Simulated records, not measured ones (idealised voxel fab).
process module | voxel lift off
cross-section cut | 225 nm wide | cells 5 nm
A cross-section is a grid of square cells, given in bands from the top down. A band is one or more rows of cells.
Each band's line starts with the height of the band's top and of its bottom, in nm. Then come its materials from left to right, each with its width in nm. One material with "throughout" fills the band from edge to edge. "air" is empty space.
Height 0 is the level under which the wafer as received is all one material. The lowest band goes on downwards, as in "0 down".
A width such as "30 to 40" changes by the same amount from each row of cells to the next, from the band's top row to its bottom row.
"no change" after a step means that no cell of the cross-section changed.
closed voids: empty space of 8 cells or more with no open way to the top, each as width x height at its distance from the left edge, in nm
after a step's settings: what the simulator itself notes on the step
overlay nm, on a step with a mask: how far to the right of its planned place the mask lay; to the left if negative
plan
1 op RECEIVE | material Si
2 op CONFORMAL_DEP | material Al2O3 | thk nm 15
3 op PATTERN | tone open | mask id LINES | material resist | width nm 25 | pitch nm 40 | thk nm 25 | overlay nm 0
4 op DIRECTIONAL_DEP | material Ru | thk nm 15
5 op STRIP | etch materials resist
6 op CONFORMAL_DEP | material SiN | thk nm 5
as received, after step 1
  0 down: Si throughout
  closed voids: none
first wafer at the end, as planned
  35 to 30: air 75 | SiN 35 | air 5 | SiN 35 | air 75
  30 to 20: air 75 | SiN 5 | Ru 25 | SiN 5 | air 5 | SiN 5 | Ru 25 | SiN 5 | air 75
  20 to 15: SiN 80 | Ru 25 | SiN 15 | Ru 25 | SiN 80
  15 to 0: Al2O3 throughout
  0 down: Si throughout
  closed voids: none
second wafer at the end: like start, like plan, one mistake
  50 to 45: air 75 | SiN 35 | air 5 | SiN 35 | air 75
  45 to 35: air 75 | SiN 5 | Ru 25 | SiN 5 | air 5 | SiN 5 | Ru 25 | SiN 5 | air 75
  35 to 30: SiN 80 | Ru 25 | SiN 15 | Ru 25 | SiN 80
  30 to 0: Al2O3 throughout
  0 down: Si throughout
  closed voids: none
what went wrong: step 2 was run twice
at the end the second wafer has, in cells: 135 more of Al2O3
